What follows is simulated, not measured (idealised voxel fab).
The following process module bears the name voxel air gaps.
Cross-sectional view cut (width: 230 nm; square cell size: 5 nm).
Bands, listed from the top down, are how a cross-section gets written in this document; the cross-section itself is a grid of square cells, and a band is one or more rows of them. This entry defines a band. It first specifies the height of the band's top and the height of its bottom in nm, and then specifies the band's materials from left to right, stating each material with its width in nm. The word "throughout" identifies a single material that fills the band from edge to edge, while the word "empty" identifies empty space. For the purposes of this specification, 0 denotes the height below which the wafer in its as-received condition is composed wholly of one material, and the lowermost band, lacking a lower limit, extends downward without end, as expressed in "z 0 and below". You'd read "30 to 40" like this: the band's top row of cells is as wide as the first number, its bottom row is as wide as the second, and going down, every row changes width by the same amount as the row before did. "remained the same" after a step means that no cell of the cross-section changed. Heads up: "Encapsulated voids" only lists the empty pockets with no open path to the top that are 8 cells or more, and it writes them as width x height at distance, distance from the left edge, in nm. Heads up: the bit after the settings on a step's line is the simulator's remark on that step. If you see "overlay nm" on a step's line and that step has a mask, it's telling you how far right of where it was planned the mask ended up; a negative number means it went left instead.

Intended process steps:
1: RECEIVE with material Si
2: CONFORMAL_DEP with material SiO2, thk nm 10
3: CONFORMAL_DEP with material SiN, thk nm 5
4: DIRECTIONAL_DEP with material lowk, thk nm 40
5: PATTERN with tone open, mask id LINES, material resist, width nm 20, pitch nm 45, thk nm 20, overlay nm 0
6: DIRECTIONAL_ETCH with etch materials lowk, depth nm 40
7: STRIP with etch materials resist
8: CONFORMAL_DEP with material TiN, thk nm 5
9: FILL_DEP with material Ru, thk nm 5
10: CMP with height nm 55
11: EPI with material Ru, thk nm 10
12: SELECTIVE_ETCH with etch materials lowk, depth nm 50
13: CONFORMAL_DEP with material SiCN, thk nm 5

The first wafer of two, processed as planned:

Cross-section of the wafer as it came to us, i.e., already through step 1:
- z 0 and below = Si throughout
- Encapsulated voids: none

Wafer after step 2 (cross-section):
- z 10 to 0 = SiO2 throughout
- Beneath the level 0, the cross-section is identical to its previous state.

Wafer after step 3 (cross-section):
- z 15 to 10 = SiN throughout
- Beneath the level 10, the cross-section is identical to its previous state.

Wafer after step 4 (cross-section):
- z 55 to 15 = lowk throughout
- Beneath the level 15, the cross-section is identical to its previous state.

Wafer after step 5 (cross-section):
- z 75 to 55 = 35 of resist, 20 of empty, 25 of resist, 20 of empty, 25 of resist, 20 of empty, 25 of resist, 20 of empty, 40 of resist
- Beneath the level 55, the cross-section is identical to its previous state.

Wafer after step 6 (cross-section):
- z 75 to 55 = 35 of resist, 20 of empty, 25 of resist, 20 of empty, 25 of resist, 20 of empty, 25 of resist, 20 of empty, 40 of resist
- z 55 to 15 = 35 of lowk, 20 of empty, 25 of lowk, 20 of empty, 25 of lowk, 20 of empty, 25 of lowk, 20 of empty, 40 of lowk
- Beneath the level 15, the cross-section is identical to its previous state.

Wafer after step 7 (cross-section):
- z 55 to 15 = 35 of lowk, 20 of empty, 25 of lowk, 20 of empty, 25 of lowk, 20 of empty, 25 of lowk, 20 of empty, 40 of lowk
- Beneath the level 15, the cross-section is identical to its previous state.

Wafer after step 8 (cross-section):
- z 60 to 55 = 40 of TiN, 10 of empty, 35 of TiN, 10 of empty, 35 of TiN, 10 of empty, 35 of TiN, 10 of empty, 45 of TiN
- z 55 to 20 = 35 of lowk, 5 of TiN, 10 of empty, 5 of TiN, 25 of lowk, 5 of TiN, 10 of empty, 5 of TiN, 25 of lowk, 5 of TiN, 10 of empty, 5 of TiN, 25 of lowk, 5 of TiN, 10 of empty, 5 of TiN, 40 of lowk
- z 20 to 15 = 35 of lowk, 20 of TiN, 25 of lowk, 20 of TiN, 25 of lowk, 20 of TiN, 25 of lowk, 20 of TiN, 40 of lowk
- Beneath the level 15, the cross-section is identical to its previous state.

Wafer after step 9 (cross-section):
- z 65 to 60 = Ru throughout
- z 60 to 55 = 40 of TiN, 10 of Ru, 35 of TiN, 10 of Ru, 35 of TiN, 10 of Ru, 35 of TiN, 10 of Ru, 45 of TiN
- z 55 to 20 = 35 of lowk, 5 of TiN, 10 of Ru, 5 of TiN, 25 of lowk, 5 of TiN, 10 of Ru, 5 of TiN, 25 of lowk, 5 of TiN, 10 of Ru, 5 of TiN, 25 of lowk, 5 of TiN, 10 of Ru, 5 of TiN, 40 of lowk
- Beneath the level 20, the cross-section is identical to its previous state.

Wafer after step 10 (cross-section):
- z 55 to 20 = 35 of lowk, 5 of TiN, 10 of Ru, 5 of TiN, 25 of lowk, 5 of TiN, 10 of Ru, 5 of TiN, 25 of lowk, 5 of TiN, 10 of Ru, 5 of TiN, 25 of lowk, 5 of TiN, 10 of Ru, 5 of TiN, 40 of lowk
- Beneath the level 20, the cross-section is identical to its previous state.

Wafer after step 11 (cross-section):
- z 65 to 55 = 25 of empty, 40 of Ru, 5 of empty, 40 of Ru, 5 of empty, 40 of Ru, 5 of empty, 40 of Ru, 30 of empty
- Beneath the level 55, the cross-section is identical to its previous state.

Wafer after step 12 (cross-section):
- z 65 to 55 = 25 of empty, 40 of Ru, 5 of empty, 40 of Ru, 5 of empty, 40 of Ru, 5 of empty, 40 of Ru, 30 of empty
- z 55 to 20 = 35 of empty, 5 of TiN, 10 of Ru, 5 of TiN, 25 of empty, 5 of TiN, 10 of Ru, 5 of TiN, 25 of empty, 5 of TiN, 10 of Ru, 5 of TiN, 25 of empty, 5 of TiN, 10 of Ru, 5 of TiN, 40 of empty
- z 20 to 15 = 35 of empty, 20 of TiN, 25 of empty, 20 of TiN, 25 of empty, 20 of TiN, 25 of empty, 20 of TiN, 40 of empty
- Beneath the level 15, the cross-section is identical to its previous state.

Wafer after step 13 (cross-section):
- z 70 to 65 = 20 of empty, 185 of SiCN, 25 of empty
- z 65 to 55 = 20 of empty, 5 of SiCN, 40 of Ru, 5 of SiCN, 40 of Ru, 5 of SiCN, 40 of Ru, 5 of SiCN, 40 of Ru, 5 of SiCN, 25 of empty
- z 55 to 50 = 20 of empty, 15 of SiCN, 5 of TiN, 10 of Ru, 5 of TiN, 25 of SiCN, 5 of TiN, 10 of Ru, 5 of TiN, 25 of SiCN, 5 of TiN, 10 of Ru, 5 of TiN, 25 of SiCN, 5 of TiN, 10 of Ru, 5 of TiN, 15 of SiCN, 25 of empty
- z 50 to 20 = 30 of empty, 5 of SiCN, 5 of TiN, 10 of Ru, 5 of TiN, 5 of SiCN, 15 of empty, 5 of SiCN, 5 of TiN, 10 of Ru, 5 of TiN, 5 of SiCN, 15 of empty, 5 of SiCN, 5 of TiN, 10 of Ru, 5 of TiN, 5 of SiCN, 15 of empty, 5 of SiCN, 5 of TiN, 10 of Ru, 5 of TiN, 5 of SiCN, 35 of empty
- z 20 to 15 = 35 of SiCN, 20 of TiN, 25 of SiCN, 20 of TiN, 25 of SiCN, 20 of TiN, 25 of SiCN, 20 of TiN, 40 of SiCN
- Beneath the level 15, the cross-section is identical to its previous state.
- Encapsulated voids: 15 x 30 at 60; 15 x 30 at 105; 15 x 30 at 150

Now the other wafer: same start, same recipe, but we messed up one thing when running it. Up to and including step 12 it's the same as the first one:

Second wafer: cross-section at the scheduled end of step 13: remained the same
Run error: plan step 13 skipped
Final tally in cells, some materials are higher or lower on the second wafer than on the first: 146 fewer of SiCN
At the end, the first wafer has 3 closed voids and the second wafer has 0.
